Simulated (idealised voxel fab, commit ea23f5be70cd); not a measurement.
Process module heading - voxel self aligned contacts
For reference, the cross-section in this document is cut, with width 200 nm and square cells of 5 nm.
When this document writes out a cross-section, it uses a grid of square cells and lists it as bands, beginning at the top and moving down, with a band standing for one or more rows of cells.
Band: top height; bottom height; in nm. Then, left to right: material with width in nm, for each material. "full width": a single material spanning edge to edge. "blank": empty space.
Height datum 0, below which the as-received substrate wafer is one material. Lowest band open at the bottom, running downward: "0 nm and below".
A width such as "30->40" changes by the same amount from each row of cells to the next, from the band's top row to its bottom row.
Basically "identical to before" means that step didn't change any cell in the cross-section.
Listed in "Enclosed void listing": every empty space of 8 or more cells without an open way to the top. Form: width x height at distance, the distance being from the left edge, all in nm.
Read whatever lies past the settings on a step's line as the simulator's own remark about the step.
Regarding "overlay nm": on a step with a mask, it is the distance the mask lay to the right of its planned place; a negative value places it to the left.

The process steps that were planned are listed below
1 RECEIVE, material Si
2 CONFORMAL_DEP, material SiO2, thk nm 5
3 DIRECTIONAL_DEP, material polySi, thk nm 20
4 DIRECTIONAL_DEP, material SiN, thk nm 20
5 PATTERN, tone cover, mask id GATE, material resist, width nm 35, pitch nm 70, thk nm 20, overlay nm 0
6 DIRECTIONAL_ETCH, etch materials SiN, depth nm 20
7 DIRECTIONAL_ETCH, etch materials polySi, depth nm 20
8 STRIP, etch materials resist
9 CONFORMAL_DEP, material SiN, thk nm 5
10 DIRECTIONAL_ETCH, etch materials SiN, depth nm 5
11 FILL_DEP, material SiO2, thk nm 20
12 CMP, height nm 55
13 MASKED_ETCH, tone open, mask id CONTACT, width nm 55, etch materials SiO2, depth nm 55, overlay nm -15
14 CONFORMAL_DEP, material TiN, thk nm 5
15 FILL_DEP, material Ru, thk nm 5
16 CMP, height nm 55
17 CONFORMAL_DEP, material SiN, thk nm 5
The overlay nm used in step 13 is not the same on every wafer, whereas the starting condition is; the value printed in the plan is the first wafer's.

As received, i.e. after step 1: cross-section through the first of several wafers
	0 nm and below | Si full width
	Enclosed void listing: none

Below, a row for every wafer. Read it as the end-of-module picture: for each material the wafer shows its cells gained (+) or lost (-) since it was received, and then its closed voids
overlay nm -15; +36 Ru; +128 SiN; +229 SiO2; +31 TiN; +56 polySi; Enclosed void listing: none
overlay nm -10; +36 Ru; +128 SiN; +229 SiO2; +31 TiN; +56 polySi; Enclosed void listing: none
overlay nm -5; +36 Ru; +128 SiN; +229 SiO2; +31 TiN; +56 polySi; Enclosed void listing: none
overlay nm 0; +36 Ru; +128 SiN; +229 SiO2; +31 TiN; +56 polySi; Enclosed void listing: none
overlay nm 5; +36 Ru; +128 SiN; +229 SiO2; +31 TiN; +56 polySi; Enclosed void listing: none
overlay nm 10; +36 Ru; +128 SiN; +229 SiO2; +31 TiN; +56 polySi; Enclosed void listing: none
overlay nm 15; +36 Ru; +128 SiN; +229 SiO2; +31 TiN; +56 polySi; Enclosed void listing: none
